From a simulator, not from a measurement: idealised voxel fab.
process module | voxel released beams
cross-section cut | 255 nm wide | cells 5 nm
A cross-section is a grid of square cells, given in bands from the top down. A band is one or more rows of cells.
Each band's line starts with the height of the band's top and of its bottom, in nm. Then come its materials from left to right, each with its width in nm. One material with "throughout" fills the band from edge to edge. "air" is empty space.
Height 0 is the level under which the wafer as received is all one material. The lowest band goes on downwards, as in "0 down".
A width such as "30 to 40" changes by the same amount from each row of cells to the next, from the band's top row to its bottom row.
"no change" after a step means that no cell of the cross-section changed.
closed voids: empty space of 8 cells or more with no open way to the top, each as width x height at its distance from the left edge, in nm
after a step's settings: what the simulator itself notes on the step
overlay nm, on a step with a mask: how far to the right of its planned place the mask lay; to the left if negative
plan
1 op RECEIVE | material Si
2 op CONFORMAL_DEP | material Al2O3 | thk nm 10
3 op DIRECTIONAL_DEP | material SiO2 | thk nm 10
4 op DIRECTIONAL_DEP | material aC | thk nm 15
5 op PATTERN | tone open | mask id ANCHOR | material resist | width nm 30 | thk nm 35 | overlay nm 0
6 op DIRECTIONAL_ETCH | etch materials aC | depth nm 15
7 op STRIP | etch materials resist
8 op DIRECTIONAL_ETCH | etch materials SiO2 | depth nm 10
9 op STRIP | etch materials aC
10 op CONFORMAL_DEP | material SiN | thk nm 10
11 op MASKED_ETCH | tone cover | mask id BEAM | width nm 100 | etch materials SiN | depth nm 10 | overlay nm 0
12 op STRIP | etch materials SiO2
first wafer, as planned
as received, after step 1
  0 down: Si throughout
  closed voids: none
after step 2
  10 to 0: Al2O3 throughout
  below 0: unchanged
after step 3
  20 to 10: SiO2 throughout
  below 10: unchanged
after step 4
  35 to 20: aC throughout
  below 20: unchanged
after step 5
  70 to 35: resist 80 | air 30 | resist 145
  below 35: unchanged
after step 6
  55 to 35: resist 80 | air 30 | resist 145
  35 to 20: aC 80 | air 30 | aC 145
  below 20: unchanged
after step 7
  35 to 20: aC 80 | air 30 | aC 145
  below 20: unchanged
after step 8
  35 to 20: aC 80 | air 30 | aC 145
  20 to 10: SiO2 80 | air 30 | SiO2 145
  below 10: unchanged
after step 9
  20 to 10: SiO2 80 | air 30 | SiO2 145
  below 10: unchanged
after step 10
  30 to 20: SiN 90 | air 10 | SiN 155
  20 to 10: SiO2 80 | SiN 30 | SiO2 145
  below 10: unchanged
after step 11
  30 to 20: air 75 | SiN 15 | air 10 | SiN 75 | air 80
  below 20: unchanged
after step 12
  30 to 20: air 75 | SiN 15 | air 10 | SiN 75 | air 80
  20 to 10: air 80 | SiN 30 | air 145
  below 10: unchanged
second wafer: like start, like plan, one mistake. Through step 10 it matches the first wafer
when step 11 should have ended
  30 to 20: air 80 | SiN 10 | air 10 | SiN 80 | air 75
  below 20: unchanged
when step 12 should have ended
  30 to 20: air 80 | SiN 10 | air 10 | SiN 80 | air 75
  20 to 10: air 80 | SiN 30 | air 145
  below 10: unchanged
what went wrong: step 11 ran as: op MASKED_ETCH | tone cover | mask id BEAM | width nm 100 | etch materials SiN | depth nm 10 | overlay nm 5
at the end the second wafer has, in cells: as many of each material as the first, in other places
